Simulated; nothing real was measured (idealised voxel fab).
process module | voxel quadruple lines
cross-section cut | 280 nm wide | cells 5 nm
A cross-section is a grid of square cells, given in bands from the top down. A band is one or more rows of cells.
Each band's line starts with the height of the band's top and of its bottom, in nm. Then come its materials from left to right, each with its width in nm. One material with "throughout" fills the band from edge to edge. "air" is empty space.
Height 0 is the level under which the wafer as received is all one material. The lowest band goes on downwards, as in "0 down".
A width such as "30 to 40" changes by the same amount from each row of cells to the next, from the band's top row to its bottom row.
"no change" after a step means that no cell of the cross-section changed.
closed voids: empty space of 8 cells or more with no open way to the top, each as width x height at its distance from the left edge, in nm
after a step's settings: what the simulator itself notes on the step
overlay nm, on a step with a mask: how far to the right of its planned place the mask lay; to the left if negative
plan
1 op RECEIVE | material Si
2 op CONFORMAL_DEP | material SiO2 | thk nm 10
3 op DIRECTIONAL_DEP | material W | thk nm 15
4 op DIRECTIONAL_DEP | material polySi | thk nm 20
5 op DIRECTIONAL_DEP | material aC | thk nm 20
6 op PATTERN | tone cover | mask id MANDREL | material resist | width nm 30 | thk nm 25 | overlay nm 0
7 op DIRECTIONAL_ETCH | etch materials aC | depth nm 20
8 op STRIP | etch materials resist
9 op CONFORMAL_DEP | material SiO2 | thk nm 10
10 op DIRECTIONAL_ETCH | etch materials SiO2 | depth nm 10
11 op STRIP | etch materials aC
12 op DIRECTIONAL_ETCH | etch materials polySi | depth nm 20
13 op STRIP | etch materials SiO2
14 op CONFORMAL_DEP | material SiN | thk nm 10
15 op DIRECTIONAL_ETCH | etch materials SiN | depth nm 5
16 op STRIP | etch materials polySi
17 op DIRECTIONAL_ETCH | etch materials W | depth nm 15
18 op STRIP | etch materials SiN
varied across the wafers: depth nm of step 15. The plan shows the first wafer's value. All wafers start alike
first wafer as received, after step 1
  0 down: Si throughout
  closed voids: none
first wafer at the end, after step 18
  45 to 25: air 115 | polySi 10 | air 30 | polySi 10 | air 115
  25 to 10: W throughout
  10 to 0: SiO2 throughout
  0 down: Si throughout
  closed voids: none
last wafer at the end
  25 to 10: air 105 | W 10 | air 10 | W 10 | air 10 | W 10 | air 10 | W 10 | air 105
  10 to 0: SiO2 throughout
  0 down: Si throughout
  closed voids: none
each wafer at the end: cells of each material gained (+) or lost (-) since it was received, then its closed voids
depth nm 5 | +112 SiO2 | +168 W | +16 polySi | closed voids: none
depth nm 10 | +112 SiO2 | +24 W | closed voids: none
depth nm 15 | +112 SiO2 | +24 W | closed voids: none
depth nm 20 | +112 SiO2 | +24 W | closed voids: none
depth nm 25 | +112 SiO2 | +24 W | closed voids: none
